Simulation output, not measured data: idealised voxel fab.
process module | voxel gate over fins
The cross-section shown here is cut; it is 160 nm wide and divided into square cells measuring 5 nm on a side.
The cross-sections in this document take the form of a grid made of square cells. They are written out as bands, in order from top to bottom. Each band consists of one or more rows of cells.
Look at the band entry: it leads with the top's height and the bottom's height in nm. Then it lists the materials left to right, with a width in nm for each. The word "all across" on a single material says that material fills the band edge to edge. The word "empty" is empty space.
Measure heights from 0. That's the level where, below it, the as-received wafer is all one material. The lowest band is bottomless and extends downward; write it as in "0 down".
Width "30->40": first value at the band's top row of cells, second value at its bottom row, equal change from row to row.
Take "everything unchanged" at face value: in the step it is given for, the cross-section changed in none of its cells.
"Sealed voids": empty spaces of 8 cells or more with no open way to the top, each given as width x height at distance, distance from the left edge, all in nm.
Step line, after settings: the simulator's comment on this step.
Among the settings permitted on a step's line is "overlay nm"; applied to a step with a mask, it specifies the extent to which the mask lay to the right of its planned position, whereas a negative figure signifies a position to the left.

# Planned step list for the process
step 1: RECEIVE, material Si
step 2: CONFORMAL_DEP, material SiN, thk nm 5
step 3: MASKED_ETCH, tone cover, mask id FINS, width nm 15, pitch nm 55, etch materials SiN, depth nm 5, overlay nm 0
step 4: MASKED_ETCH, tone cover, mask id FINS, width nm 15, pitch nm 55, etch materials Si, depth nm 35, overlay nm 0
step 5: OXIDIZE, depth nm 5
step 6: FILL_DEP, material SiO2, thk nm 5
step 7: CMP, height nm 5
step 8: PATTERN, tone open, mask id RAIL, material resist, width nm 15, thk nm 15, overlay nm 0
step 9: DIRECTIONAL_ETCH, etch materials SiO2, depth nm 35
step 10: STRIP, etch materials resist
step 11: CONFORMAL_DEP, material TiN, thk nm 5
step 12: FILL_DEP, material W, thk nm 10
step 13: CMP, height nm 5
step 14: SELECTIVE_ETCH, etch materials W Ru TiN, depth nm 25
step 15: FILL_DEP, material SiO2, thk nm 5
step 16: CMP, height nm 5
step 17: SELECTIVE_ETCH, etch materials SiO2, depth nm 20
step 18: STRIP, etch materials SiN
step 19: CONFORMAL_DEP, material HfO2, thk nm 5
step 20: CONFORMAL_DEP, material TiN, thk nm 5
step 21: CONFORMAL_DEP, material TiAl, thk nm 5
step 22: CONFORMAL_DEP, material TiN, thk nm 5
step 23: FILL_DEP, material W, thk nm 15
step 24: CMP, height nm 30
step 25: CONFORMAL_DEP, material SiN, thk nm 5
Don't read the plan's thk nm for step 25 as applying to every wafer: that's the first wafer's value, and the wafers differ in it, though they all start identical.

# Cross-section of the first incoming wafer of several, state after step 1
	0 down | Si all across
	Sealed voids: none

# The following table contains a row per wafer, in which are reported, at the conclusion of the module, the cells of each material gained (+) or lost (-) since the wafer's receipt, with its closed voids given thereafter
thk nm 5, +50 HfO2, -232 Si, +32 SiN, +139 SiO2, +50 TiAl, +105 TiN, +80 W, Sealed voids: none
thk nm 10, +50 HfO2, -232 Si, +64 SiN, +139 SiO2, +50 TiAl, +105 TiN, +80 W, Sealed voids: none
thk nm 15, +50 HfO2, -232 Si, +96 SiN, +139 SiO2, +50 TiAl, +105 TiN, +80 W, Sealed voids: none
thk nm 20, +50 HfO2, -232 Si, +128 SiN, +139 SiO2, +50 TiAl, +105 TiN, +80 W, Sealed voids: none
thk nm 25, +50 HfO2, -232 Si, +160 SiN, +139 SiO2, +50 TiAl, +105 TiN, +80 W, Sealed voids: none
